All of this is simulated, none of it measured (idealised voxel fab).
process module | voxel gate over fins
cross-section cut | 145 nm wide | cells 5 nm
A cross-section is a grid of square cells, given in bands from the top down. A band is one or more rows of cells.
Each band's line starts with the height of the band's top and of its bottom, in nm. Then come its materials from left to right, each with its width in nm. One material with "throughout" fills the band from edge to edge. "air" is empty space.
Height 0 is the level under which the wafer as received is all one material. The lowest band goes on downwards, as in "0 down".
A width such as "30 to 40" changes by the same amount from each row of cells to the next, from the band's top row to its bottom row.
"no change" after a step means that no cell of the cross-section changed.
closed voids: empty space of 8 cells or more with no open way to the top, each as width x height at its distance from the left edge, in nm
after a step's settings: what the simulator itself notes on the step
overlay nm, on a step with a mask: how far to the right of its planned place the mask lay; to the left if negative
plan
1 op RECEIVE | material Si
2 op CONFORMAL_DEP | material SiN | thk nm 10
3 op DIRECTIONAL_DEP | material aC | thk nm 10
4 op PATTERN | tone cover | mask id FINS | material resist | width nm 15 | pitch nm 35 | thk nm 30 | overlay nm 0
5 op DIRECTIONAL_ETCH | etch materials aC | depth nm 10
6 op STRIP | etch materials resist
7 op DIRECTIONAL_ETCH | etch materials SiN | depth nm 10
8 op DIRECTIONAL_ETCH | etch materials Si | depth nm 40
9 op STRIP | etch materials aC
10 op OXIDIZE | depth nm 5
11 op FILL_DEP | material SiO2 | thk nm 5
12 op CMP | height nm 10
13 op SELECTIVE_ETCH | etch materials SiO2 | depth nm 25
14 op STRIP | etch materials SiN
15 op CONFORMAL_DEP | material HfO2 | thk nm 5
16 op CONFORMAL_DEP | material TiN | thk nm 5
17 op CONFORMAL_DEP | material TiAl | thk nm 5
18 op CONFORMAL_DEP | material TiN | thk nm 5
19 op FILL_DEP | material W | thk nm 15
20 op CMP | height nm 30
21 op CONFORMAL_DEP | material SiCN | thk nm 5
first wafer, as planned
as received, after step 1
  0 down: Si throughout
  closed voids: none
after step 2
  10 to 0: SiN throughout
  below 0: unchanged
after step 3
  20 to 10: aC throughout
  below 10: unchanged
after step 4
  50 to 20: air 45 | resist 15 | air 20 | resist 15 | air 50
  below 20: unchanged
after step 5
  40 to 20: air 45 | resist 15 | air 20 | resist 15 | air 50
  20 to 10: air 45 | aC 15 | air 20 | aC 15 | air 50
  below 10: unchanged
after step 6
  20 to 10: air 45 | aC 15 | air 20 | aC 15 | air 50
  below 10: unchanged
after step 7
  20 to 10: air 45 | aC 15 | air 20 | aC 15 | air 50
  10 to 0: air 45 | SiN 15 | air 20 | SiN 15 | air 50
  below 0: unchanged
after step 8
  20 to 10: air 45 | aC 15 | air 20 | aC 15 | air 50
  10 to 0: air 45 | SiN 15 | air 20 | SiN 15 | air 50
  0 to -40: air 45 | Si 15 | air 20 | Si 15 | air 50
  below -40: unchanged
after step 9
  10 to 0: air 45 | SiN 15 | air 20 | SiN 15 | air 50
  below 0: unchanged
after step 10
  10 to 0: air 45 | SiN 15 | air 20 | SiN 15 | air 50
  0 to -40: air 45 | SiO2 5 | Si 5 | SiO2 5 | air 20 | SiO2 5 | Si 5 | SiO2 5 | air 50
  -40 to -45: SiO2 50 | Si 5 | SiO2 30 | Si 5 | SiO2 55
  below -45: unchanged
after step 11
  15 to 10: SiO2 throughout
  10 to 0: SiO2 45 | SiN 15 | SiO2 20 | SiN 15 | SiO2 50
  0 to -45: SiO2 50 | Si 5 | SiO2 30 | Si 5 | SiO2 55
  below -45: unchanged
after step 12
  10 to 0: SiO2 45 | SiN 15 | SiO2 20 | SiN 15 | SiO2 50
  below 0: unchanged
after step 13
  10 to 0: air 45 | SiN 15 | air 20 | SiN 15 | air 50
  0 to -15: air 50 | Si 5 | air 30 | Si 5 | air 55
  below -15: unchanged
after step 14
  0 to -15: air 50 | Si 5 | air 30 | Si 5 | air 55
  below -15: unchanged
after step 15
  5 to 0: air 45 | HfO2 15 | air 20 | HfO2 15 | air 50
  0 to -10: air 45 | HfO2 5 | Si 5 | HfO2 5 | air 20 | HfO2 5 | Si 5 | HfO2 5 | air 50
  -10 to -15: HfO2 50 | Si 5 | HfO2 30 | Si 5 | HfO2 55
  below -15: unchanged
after step 16
  10 to 5: air 40 | TiN 25 | air 10 | TiN 25 | air 45
  5 to 0: air 40 | TiN 5 | HfO2 15 | TiN 5 | air 10 | TiN 5 | HfO2 15 | TiN 5 | air 45
  0 to -5: air 40 | TiN 5 | HfO2 5 | Si 5 | HfO2 5 | TiN 5 | air 10 | TiN 5 | HfO2 5 | Si 5 | HfO2 5 | TiN 5 | air 45
  -5 to -10: TiN 45 | HfO2 5 | Si 5 | HfO2 5 | TiN 20 | HfO2 5 | Si 5 | HfO2 5 | TiN 50
  below -10: unchanged
after step 17
  15 to 10: air 35 | TiAl 70 | air 40
  10 to 5: air 35 | TiAl 5 | TiN 25 | TiAl 10 | TiN 25 | TiAl 5 | air 40
  5 to 0: air 35 | TiAl 5 | TiN 5 | HfO2 15 | TiN 5 | TiAl 10 | TiN 5 | HfO2 15 | TiN 5 | TiAl 5 | air 40
  0 to -5: TiAl 40 | TiN 5 | HfO2 5 | Si 5 | HfO2 5 | TiN 5 | TiAl 10 | TiN 5 | HfO2 5 | Si 5 | HfO2 5 | TiN 5 | TiAl 45
  below -5: unchanged
after step 18
  20 to 15: air 30 | TiN 80 | air 35
  15 to 10: air 30 | TiN 5 | TiAl 70 | TiN 5 | air 35
  10 to 5: air 30 | TiN 5 | TiAl 5 | TiN 25 | TiAl 10 | TiN 25 | TiAl 5 | TiN 5 | air 35
  5 to 0: TiN 35 | TiAl 5 | TiN 5 | HfO2 15 | TiN 5 | TiAl 10 | TiN 5 | HfO2 15 | TiN 5 | TiAl 5 | TiN 40
  below 0: unchanged
after step 19
  35 to 20: W throughout
  20 to 15: W 30 | TiN 80 | W 35
  15 to 10: W 30 | TiN 5 | TiAl 70 | TiN 5 | W 35
  10 to 5: W 30 | TiN 5 | TiAl 5 | TiN 25 | TiAl 10 | TiN 25 | TiAl 5 | TiN 5 | W 35
  below 5: unchanged
after step 20
  30 to 20: W throughout
  below 20: unchanged
after step 21
  35 to 30: SiCN throughout
  below 30: unchanged
second wafer: like start, like plan, one mistake. Through step 12 it matches the first wafer
when step 13 should have ended
  10 to 0: air 45 | SiN 15 | air 20 | SiN 15 | air 50
  0 to -40: air 50 | Si 5 | air 30 | Si 5 | air 55
  below -40: unchanged
when step 14 should have ended
  0 to -40: air 50 | Si 5 | air 30 | Si 5 | air 55
  below -40: unchanged
when step 15 should have ended
  5 to 0: air 45 | HfO2 15 | air 20 | HfO2 15 | air 50
  0 to -35: air 45 | HfO2 5 | Si 5 | HfO2 5 | air 20 | HfO2 5 | Si 5 | HfO2 5 | air 50
  -35 to -40: HfO2 50 | Si 5 | HfO2 30 | Si 5 | HfO2 55
  below -40: unchanged
when step 16 should have ended
  10 to 5: air 40 | TiN 25 | air 10 | TiN 25 | air 45
  5 to 0: air 40 | TiN 5 | HfO2 15 | TiN 5 | air 10 | TiN 5 | HfO2 15 | TiN 5 | air 45
  0 to -30: air 40 | TiN 5 | HfO2 5 | Si 5 | HfO2 5 | TiN 5 | air 10 | TiN 5 | HfO2 5 | Si 5 | HfO2 5 | TiN 5 | air 45
  -30 to -35: TiN 45 | HfO2 5 | Si 5 | HfO2 5 | TiN 20 | HfO2 5 | Si 5 | HfO2 5 | TiN 50
  below -35: unchanged
when step 17 should have ended
  15 to 10: air 35 | TiAl 70 | air 40
  10 to 5: air 35 | TiAl 5 | TiN 25 | TiAl 10 | TiN 25 | TiAl 5 | air 40
  5 to 0: air 35 | TiAl 5 | TiN 5 | HfO2 15 | TiN 5 | TiAl 10 | TiN 5 | HfO2 15 | TiN 5 | TiAl 5 | air 40
  0 to -25: air 35 | TiAl 5 | TiN 5 | HfO2 5 | Si 5 | HfO2 5 | TiN 5 | TiAl 10 | TiN 5 | HfO2 5 | Si 5 | HfO2 5 | TiN 5 | TiAl 5 | air 40
  -25 to -30: TiAl 40 | TiN 5 | HfO2 5 | Si 5 | HfO2 5 | TiN 5 | TiAl 10 | TiN 5 | HfO2 5 | Si 5 | HfO2 5 | TiN 5 | TiAl 45
  below -30: unchanged
when step 18 should have ended
  20 to 15: air 30 | TiN 80 | air 35
  15 to 10: air 30 | TiN 5 | TiAl 70 | TiN 5 | air 35
  10 to 5: air 30 | TiN 5 | TiAl 5 | TiN 25 | TiAl 10 | TiN 25 | TiAl 5 | TiN 5 | air 35
  5 to 0: air 30 | TiN 5 | TiAl 5 | TiN 5 | HfO2 15 | TiN 5 | TiAl 10 | TiN 5 | HfO2 15 | TiN 5 | TiAl 5 | TiN 5 | air 35
  0 to -20: air 30 | TiN 5 | TiAl 5 | TiN 5 | HfO2 5 | Si 5 | HfO2 5 | TiN 5 | TiAl 10 | TiN 5 | HfO2 5 | Si 5 | HfO2 5 | TiN 5 | TiAl 5 | TiN 5 | air 35
  -20 to -25: TiN 35 | TiAl 5 | TiN 5 | HfO2 5 | Si 5 | HfO2 5 | TiN 5 | TiAl 10 | TiN 5 | HfO2 5 | Si 5 | HfO2 5 | TiN 5 | TiAl 5 | TiN 40
  below -25: unchanged
when step 19 should have ended
  35 to 20: W throughout
  20 to 15: W 30 | TiN 80 | W 35
  15 to 10: W 30 | TiN 5 | TiAl 70 | TiN 5 | W 35
  10 to 5: W 30 | TiN 5 | TiAl 5 | TiN 25 | TiAl 10 | TiN 25 | TiAl 5 | TiN 5 | W 35
  5 to 0: W 30 | TiN 5 | TiAl 5 | TiN 5 | HfO2 15 | TiN 5 | TiAl 10 | TiN 5 | HfO2 15 | TiN 5 | TiAl 5 | TiN 5 | W 35
  0 to -20: W 30 | TiN 5 | TiAl 5 | TiN 5 | HfO2 5 | Si 5 | HfO2 5 | TiN 5 | TiAl 10 | TiN 5 | HfO2 5 | Si 5 | HfO2 5 | TiN 5 | TiAl 5 | TiN 5 | W 35
  below -20: unchanged
when step 20 should have ended
  30 to 20: W throughout
  below 20: unchanged
when step 21 should have ended
  35 to 30: SiCN throughout
  below 30: unchanged
what went wrong: step 13 was run twice
at the end the second wafer has, in cells: 20 more of HfO2 | 135 fewer of SiO2 | 20 more of TiAl | 30 more of TiN | 65 more of W
